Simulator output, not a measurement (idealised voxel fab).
Module name: voxel self aligned vias (process module)
In the cross-section labelled cut, the width is 185 nm and each square cell is 5 nm.
In this document a cross-section is written as a grid of square cells. It is given as a series of bands, listed from the top down, and a band is one or more rows of cells.
Band entry format. Leading values: height of top, height of bottom, nm. Remainder: materials in left-to-right order, each with its width in nm. Special words: "full width" on a single material, which then fills the band edge to edge; "empty", empty space.
Measure heights from 0. That's the level where, below it, the as-received wafer is all one material. The lowest band is bottomless and extends downward; write it as in "from 0 down".
Read "30->40" as a graded width: first number on top, second number at the bottom, same change between each pair of neighbouring rows.
Where a step carries "nothing altered", the cross-section came out of it unchanged, cell for cell.
Under "Trapped cavities" you'll find the enclosed gaps, the ones with no way out to the top, that are 8 cells or bigger; each reads width x height at distance, with distance counted from the left edge, everything in nm.
after a step's settings: what the simulator itself notes on the step
overlay nm: on a step with a mask, how far right of its planned place the mask lay; negative means left.

### List of planned process steps
1: RECEIVE,material Si
2: CONFORMAL_DEP,material SiO2,thk nm 15
3: CONFORMAL_DEP,material SiCN,thk nm 5
4: DIRECTIONAL_DEP,material SiO2,thk nm 20
5: MASKED_ETCH,tone open,mask id LINES,width nm 25,pitch nm 50,etch materials SiO2,depth nm 20,overlay nm 0
6: CONFORMAL_DEP,material TiN,thk nm 5
7: FILL_DEP,material W,thk nm 10
8: CMP,height nm 40
9: SELECTIVE_ETCH,etch materials W Ru TiN,depth nm 5
10: FILL_DEP,material SiN,thk nm 10
11: CMP,height nm 40
12: DIRECTIONAL_DEP,material SiO2,thk nm 20
13: MASKED_ETCH,tone open,mask id VIAS,width nm 35,pitch nm 50,etch materials SiO2,depth nm 20,overlay nm 0
14: MASKED_ETCH,tone open,mask id VIAS,width nm 35,pitch nm 50,etch materials SiN,depth nm 5,overlay nm 0
15: CONFORMAL_DEP,material TiN,thk nm 5
16: FILL_DEP,material Cu,thk nm 10
17: CMP,height nm 60
18: CONFORMAL_DEP,material SiCN,thk nm 5

### Step 1 complete: cross-section of the wafer as received
	from 0 down = Si full width
	Trapped cavities: none

### Module complete, cross-section. Starting point and plan per above. One mistake made in running the module
	from 65 to 60 = SiCN full width
	from 60 to 40 = SiO2 25; TiN 5; Cu 25; TiN 5; SiO2 15; TiN 5; Cu 25; TiN 5; SiO2 15; TiN 5; Cu 25; TiN 5; SiO2 25
	from 40 to 35 = SiN 25; TiN 35; SiN 15; TiN 35; SiN 15; TiN 35; SiN 25
	from 35 to 30 = W full width
	from 30 to 25 = TiN 35; W 15; TiN 35; W 15; TiN 35; W 15; TiN 35
	from 25 to 10 = SiO2 30; TiN 5; W 15; TiN 5; SiO2 25; TiN 5; W 15; TiN 5; SiO2 25; TiN 5; W 15; TiN 5; SiO2 30
	from 10 to 5 = SiO2 30; TiN 25; SiO2 25; TiN 25; SiO2 25; TiN 25; SiO2 30
	from 5 to 0 = SiCN full width
	from 0 down = Si full width
	Trapped cavities: none
The mistake made against the process plan was this: heads up, step 2 of the plan was skipped and never actually ran
